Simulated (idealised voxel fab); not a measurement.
process module | voxel wiring stack
cross-section cut | 185 nm wide | cells 5 nm
A cross-section is a grid of square cells, given in bands from the top down. A band is one or more rows of cells.
Each band's line starts with the height of the band's top and of its bottom, in nm. Then come its materials from left to right, each with its width in nm. One material with "throughout" fills the band from edge to edge. "air" is empty space.
Height 0 is the level under which the wafer as received is all one material. The lowest band goes on downwards, as in "0 down".
A width such as "30 to 40" changes by the same amount from each row of cells to the next, from the band's top row to its bottom row.
"no change" after a step means that no cell of the cross-section changed.
closed voids: empty space of 8 cells or more with no open way to the top, each as width x height at its distance from the left edge, in nm
after a step's settings: what the simulator itself notes on the step
overlay nm, on a step with a mask: how far to the right of its planned place the mask lay; to the left if negative
plan
1 op RECEIVE | material Si
2 op CONFORMAL_DEP | material SiO2 | thk nm 15
3 op CONFORMAL_DEP | material SiCN | thk nm 5
4 op DIRECTIONAL_DEP | material SiO2 | thk nm 20
5 op MASKED_ETCH | tone open | mask id METAL_1 | width nm 30 | pitch nm 60 | etch materials SiO2 | depth nm 20 | overlay nm 0
6 op MASKED_ETCH | tone open | mask id METAL_1 | width nm 30 | pitch nm 60 | etch materials SiCN | depth nm 5 | overlay nm 0
7 op CONFORMAL_DEP | material TiN | thk nm 5
8 op FILL_DEP | material Ru | thk nm 10
9 op CMP | height nm 40
10 op CONFORMAL_DEP | material SiCN | thk nm 5
11 op DIRECTIONAL_DEP | material SiO2 | thk nm 25
12 op PATTERN | tone open | mask id METAL_2 | material resist | width nm 30 | pitch nm 60 | thk nm 15 | overlay nm 0
13 op DIRECTIONAL_ETCH | etch materials SiO2 | depth nm 15
14 op STRIP | etch materials resist
15 op MASKED_ETCH | tone open | mask id METAL_2_HOLES | width nm 15 | pitch nm 60 | etch materials SiO2 | depth nm 10 | overlay nm 0
16 op MASKED_ETCH | tone open | mask id METAL_2_HOLES | width nm 15 | pitch nm 60 | etch materials SiCN | depth nm 5 | overlay nm 0
17 op CONFORMAL_DEP | material TiN | thk nm 5
18 op FILL_DEP | material Cu | thk nm 10
19 op CMP | height nm 70
20 op CONFORMAL_DEP | material SiCN | thk nm 5
21 op DIRECTIONAL_DEP | material SiO2 | thk nm 35
22 op MASKED_ETCH | tone open | mask id METAL_3_HOLES | width nm 15 | pitch nm 120 | etch materials SiO2 | depth nm 35 | overlay nm 0
23 op MASKED_ETCH | tone open | mask id METAL_3 | width nm 30 | pitch nm 60 | etch materials SiO2 | depth nm 20 | overlay nm 0
24 op MASKED_ETCH | tone open | mask id METAL_3 | width nm 30 | pitch nm 60 | etch materials SiCN | depth nm 5 | overlay nm 0
25 op CONFORMAL_DEP | material TiN | thk nm 5
26 op FILL_DEP | material Ru | thk nm 5
27 op CMP | height nm 110
28 op CONFORMAL_DEP | material SiCN | thk nm 5
as received, after step 1
  0 down: Si throughout
  closed voids: none
first wafer at the end, as planned
  115 to 110: SiCN throughout
  110 to 95: SiO2 15 | TiN 5 | Ru 20 | TiN 5 | SiO2 30 | TiN 5 | Ru 20 | TiN 5 | SiO2 30 | TiN 5 | Ru 20 | TiN 5 | SiO2 20
  95 to 90: SiO2 15 | TiN 5 | Ru 5 | TiN 20 | SiO2 30 | TiN 30 | SiO2 30 | TiN 5 | Ru 5 | TiN 20 | SiO2 20
  90 to 75: SiO2 15 | TiN 5 | Ru 5 | TiN 5 | SiO2 105 | TiN 5 | Ru 5 | TiN 5 | SiO2 35
  75 to 70: SiCN 15 | TiN 15 | SiCN 105 | TiN 15 | SiCN 35
  70 to 60: SiO2 15 | TiN 5 | Cu 20 | TiN 5 | SiO2 30 | TiN 5 | Cu 20 | TiN 5 | SiO2 30 | TiN 5 | Cu 20 | TiN 5 | SiO2 20
  60 to 55: SiO2 15 | TiN 5 | Cu 5 | TiN 20 | SiO2 30 | TiN 5 | Cu 5 | TiN 20 | SiO2 30 | TiN 5 | Cu 5 | TiN 20 | SiO2 20
  55 to 45: SiO2 15 | TiN 5 | Cu 5 | TiN 5 | SiO2 45 | TiN 5 | Cu 5 | TiN 5 | SiO2 45 | TiN 5 | Cu 5 | TiN 5 | SiO2 35
  45 to 40: SiCN 15 | TiN 15 | SiCN 45 | TiN 15 | SiCN 45 | TiN 15 | SiCN 35
  40 to 20: SiO2 15 | TiN 5 | Ru 20 | TiN 5 | SiO2 30 | TiN 5 | Ru 20 | TiN 5 | SiO2 30 | TiN 5 | Ru 20 | TiN 5 | SiO2 20
  20 to 15: SiCN 15 | TiN 30 | SiCN 30 | TiN 30 | SiCN 30 | TiN 30 | SiCN 20
  15 to 0: SiO2 throughout
  0 down: Si throughout
  closed voids: none
second wafer at the end: like start, like plan, one mistake
  115 to 110: SiCN throughout
  110 to 95: SiO2 15 | TiN 5 | Ru 5 | TiN 5 | SiO2 105 | TiN 5 | Ru 5 | TiN 5 | SiO2 35
  95 to 90: SiO2 15 | TiN 15 | SiO2 105 | TiN 15 | SiO2 35
  90 to 75: SiO2 throughout
  75 to 70: SiCN throughout
  70 to 60: SiO2 15 | TiN 5 | Cu 20 | TiN 5 | SiO2 30 | TiN 5 | Cu 20 | TiN 5 | SiO2 30 | TiN 5 | Cu 20 | TiN 5 | SiO2 20
  60 to 55: SiO2 15 | TiN 5 | Cu 5 | TiN 20 | SiO2 30 | TiN 5 | Cu 5 | TiN 20 | SiO2 30 | TiN 5 | Cu 5 | TiN 20 | SiO2 20
  55 to 45: SiO2 15 | TiN 5 | Cu 5 | TiN 5 | SiO2 45 | TiN 5 | Cu 5 | TiN 5 | SiO2 45 | TiN 5 | Cu 5 | TiN 5 | SiO2 35
  45 to 40: SiCN 15 | TiN 15 | SiCN 45 | TiN 15 | SiCN 45 | TiN 15 | SiCN 35
  40 to 20: SiO2 15 | TiN 5 | Ru 20 | TiN 5 | SiO2 30 | TiN 5 | Ru 20 | TiN 5 | SiO2 30 | TiN 5 | Ru 20 | TiN 5 | SiO2 20
  20 to 15: SiCN 15 | TiN 30 | SiCN 30 | TiN 30 | SiCN 30 | TiN 30 | SiCN 20
  15 to 0: SiO2 throughout
  0 down: Si throughout
  closed voids: none
what went wrong: step 21 was run twice
at the end the second wafer has, in cells: 38 fewer of Ru | 6 more of SiCN | 66 more of SiO2 | 34 fewer of TiN
